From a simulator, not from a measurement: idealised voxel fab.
Herein follows the process module entitled voxel capacitor over wiring.
Section shown: cut. Width: 240 nm. Cell size: 5 nm, square.
Throughout this document, each cross-section is represented as a grid of square cells and is presented as a sequence of bands enumerated from the top downward, where a band comprises one or more rows of cells.
It is stipulated that each band's entry specify, in nanometres, the height of the top of the band and then that of its bottom, followed by the materials of the band in left-to-right sequence, each together with its width in nanometres. A single material marked by the word "full width" is understood to fill the band from edge to edge; the word "blank" is understood to denote empty space.
Heights from 0 (as-received wafer is one material below). Bottom band endless downward, as "0 down".
A width given as "30..40" starts at the first number in the band's top row and ends at the second number in its bottom row, shifting by an equal amount at every step from row to row.
What does "left unchanged" mean for a step? It means no cell of the cross-section changed in that step.
In the "Trapped voids" entry, you get each enclosed empty space of 8 cells or more, one with no open way to the top, written width x height at distance, distance from the left edge, in nm.
after a step's settings: what the simulator itself notes on the step
You can add "overlay nm" to a step's line. For a step with a mask, it describes how far the mask lay to the right of its planned position, and a negative number describes a lay to the left.
-- Steps in the process plan
1. RECEIVE,material Si
2. CONFORMAL_DEP,material SiO2,thk nm 5
3. DIRECTIONAL_DEP,material TiN,thk nm 5
4. DIRECTIONAL_DEP,material Ru,thk nm 15
5. DIRECTIONAL_DEP,material aC,thk nm 15
6. PATTERN,tone cover,mask id METAL_1,material resist,width nm 30,pitch nm 85,thk nm 35,overlay nm 0
7. DIRECTIONAL_ETCH,etch materials aC,depth nm 15
8. STRIP,etch materials resist
9. DIRECTIONAL_ETCH,etch materials Ru,depth nm 15
10. DIRECTIONAL_ETCH,etch materials TiN,depth nm 5
11. STRIP,etch materials aC
12. CONFORMAL_DEP,material SiCN,thk nm 5
13. FILL_DEP,material lowk,thk nm 5
14. CMP,height nm 30
15. CONFORMAL_DEP,material SiCN,thk nm 5
16. DIRECTIONAL_DEP,material SiO2,thk nm 20
17. MASKED_ETCH,tone open,mask id PLUG_1,width nm 15,etch materials SiO2,depth nm 20,overlay nm 0
18. MASKED_ETCH,tone open,mask id PLUG_1,width nm 15,etch materials SiCN,depth nm 5,overlay nm 0
19. EPI,material Ru,thk nm 10
20. EPI,material Ru,thk nm 10
21. EPI,material Ru,thk nm 5
22. DIRECTIONAL_DEP,material TiN,thk nm 10
23. DIRECTIONAL_DEP,material Al2O3,thk nm 5
24. DIRECTIONAL_DEP,material TiN,thk nm 10
25. DIRECTIONAL_DEP,material aC,thk nm 15
26. PATTERN,tone cover,mask id UPPER_PLATE,material resist,width nm 60,thk nm 30,overlay nm 0
27. DIRECTIONAL_ETCH,etch materials aC,depth nm 15
28. STRIP,etch materials resist
29. DIRECTIONAL_ETCH,etch materials TiN,depth nm 10
30. DIRECTIONAL_ETCH,etch materials Al2O3,depth nm 5
31. STRIP,etch materials aC
32. PATTERN,tone cover,mask id LOWER_PLATE,material resist,width nm 70,thk nm 15,overlay nm 0
33. DIRECTIONAL_ETCH,etch materials TiN,depth nm 10
34. STRIP,etch materials resist
35. FILL_DEP,material SiO2,thk nm 15
36. CMP,height nm 90
37. PATTERN,tone open,mask id PLUG_2,material resist,width nm 15,thk nm 20,overlay nm 0
38. DIRECTIONAL_ETCH,etch materials SiO2,depth nm 10
39. STRIP,etch materials resist
40. CONFORMAL_DEP,material TiN,thk nm 5
41. FILL_DEP,material W,thk nm 10
42. CMP,height nm 90
43. CONFORMAL_DEP,material SiN,thk nm 5
Wafer-to-wafer difference: thk nm, step 2. Common start. Plan = first wafer's value.
-- The first of several wafers as received, shown in cross-section; this is its state after step 1
0 down = Si full width
Trapped voids: none
-- first wafer at the end, after step 43
95 to 90 = SiN full width
90 to 85 = SiO2 (85), then TiN (5), then W (5), then TiN (5), then SiO2 (140)
85 to 80 = SiO2 (85), then TiN (15), then SiO2 (140)
80 to 70 = SiO2 (90), then TiN (45), then SiO2 (105)
70 to 65 = SiO2 (90), then Al2O3 (45), then SiO2 (105)
65 to 55 = SiO2 (70), then TiN (5), then SiO2 (15), then TiN (50), then SiO2 (100)
55 to 45 = SiO2 (75), then TiN (15), then SiO2 (150)
45 to 40 = SiO2 (75), then Al2O3 (15), then SiO2 (150)
40 to 35 = SiO2 (75), then TiN (15), then SiO2 (150)
35 to 30 = SiCN (75), then TiN (15), then SiCN (150)
30 to 25 = lowk (55), then SiCN (40), then lowk (45), then SiCN (40), then lowk (60)
25 to 10 = lowk (55), then SiCN (5), then Ru (30), then SiCN (5), then lowk (45), then SiCN (5), then Ru (30), then SiCN (5), then lowk (60)
10 to 5 = SiCN (60), then TiN (30), then SiCN (55), then TiN (30), then SiCN (65)
5 to 0 = SiO2 full width
0 down = Si full width
Trapped voids: none
-- Cross-section, module end, final of several wafers
95 to 90 = SiN full width
90 to 85 = SiO2 (85), then TiN (5), then W (5), then TiN (5), then SiO2 (140)
85 to 80 = SiO2 (85), then TiN (15), then SiO2 (140)
80 to 70 = SiO2 (75), then TiN (60), then SiO2 (105)
70 to 65 = SiO2 (75), then Al2O3 (60), then SiO2 (105)
65 to 55 = SiO2 (70), then TiN (70), then SiO2 (100)
55 to 35 = SiO2 (75), then Ru (15), then SiO2 (150)
35 to 30 = SiCN (75), then Ru (15), then SiCN (150)
30 to 25 = SiCN (60), then TiN (30), then SiCN (55), then TiN (30), then SiCN (65)
25 to 0 = SiO2 full width
0 down = Si full width
Trapped voids: none
-- Here is how to read the rows: every wafer has a row, and it shows the wafer at the end of the module, giving for each material how many cells were gained (+) or lost (-) since the wafer was received, then listing its closed voids
thk nm 5, +12 Al2O3, +36 Ru, +109 SiCN, +48 SiN, +509 SiO2, +69 TiN, +1 W, +128 lowk, Trapped voids: none
thk nm 10, +12 Al2O3, +51 Ru, +93 SiCN, +48 SiN, +542 SiO2, +69 TiN, +1 W, +96 lowk, Trapped voids: none
thk nm 15, +12 Al2O3, +39 Ru, +89 SiCN, +48 SiN, +590 SiO2, +69 TiN, +1 W, +64 lowk, Trapped voids: none
thk nm 20, +12 Al2O3, +27 Ru, +85 SiCN, +48 SiN, +638 SiO2, +69 TiN, +1 W, +32 lowk, Trapped voids: none
thk nm 25, +12 Al2O3, +15 Ru, +81 SiCN, +48 SiN, +686 SiO2, +69 TiN, +1 W, Trapped voids: none
